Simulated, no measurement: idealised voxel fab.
A process module follows: voxel double patterning.
Cross-section cut spans 155 nm and uses square cells 5 nm in size.
We lay out every cross-section as a grid of square cells and spell it out in bands from the top down, where one band means one or more rows of cells.
Heights first: top, then bottom, in nm. Then materials, left to right, each with a width in nm. "everywhere" on a single material: fills the band edge to edge. "air": empty space.
Ref level 0: as-received wafer is one material below here. Bottom band extends down with no lower bound ("z 0 and below").
A width such as "30 to 40" changes by the same amount from each row of cells to the next, from the band's top row to its bottom row.
Any step labelled "left unchanged" changed none of the cells in the cross-section.
Listed in "Completely sealed voids": every empty space of 8 or more cells without an open way to the top. Form: width x height at distance, the distance being from the left edge, all in nm.
What comes after the settings on a step's line is commentary from the simulator itself on that step.
The line of a step may include "overlay nm". On a step with a mask, this value is how far to the right of its planned place the mask lay. A negative value means the mask lay to the left.
**List of planned process steps**
1) RECEIVE, material Si
2) CONFORMAL_DEP, material SiO2, thk nm 10
3) DIRECTIONAL_DEP, material polySi, thk nm 15
4) DIRECTIONAL_DEP, material SiCN, thk nm 10
5) MASKED_ETCH, tone open, mask id FIRST, width nm 15, pitch nm 50, etch materials SiCN, depth nm 10, overlay nm 0
6) MASKED_ETCH, tone open, mask id SECOND, width nm 15, pitch nm 50, etch materials SiCN, depth nm 10, overlay nm 0
7) DIRECTIONAL_ETCH, etch materials polySi, depth nm 15
8) STRIP, etch materials SiCN
**Cross-section of the wafer as it came to us, i.e., already through step 1**
z 0 and below  Si everywhere
Completely sealed voids: none
**The first of the two wafers as seen in cross-section once the module was finished; processing followed the plan**
z 25 to 10  polySi (20), air (15), polySi (10), air (15), polySi (10), air (15), polySi (10), air (15), polySi (10), air (15), polySi (20)
z 10 to 0  SiO2 everywhere
z 0 and below  Si everywhere
Completely sealed voids: none
**Wafer two, sectioned after the module: the first wafer's start, the first wafer's plan, and one mistake in how it was run**
z 25 to 15  SiO2 everywhere
z 15 to 0  polySi everywhere
z 0 and below  Si everywhere
Completely sealed voids: none
Plan not followed: ran 2 and 3 in swapped order versus the plan
Count the cells at the end and the second wafer has more or fewer of some materials than the first: polySi +45
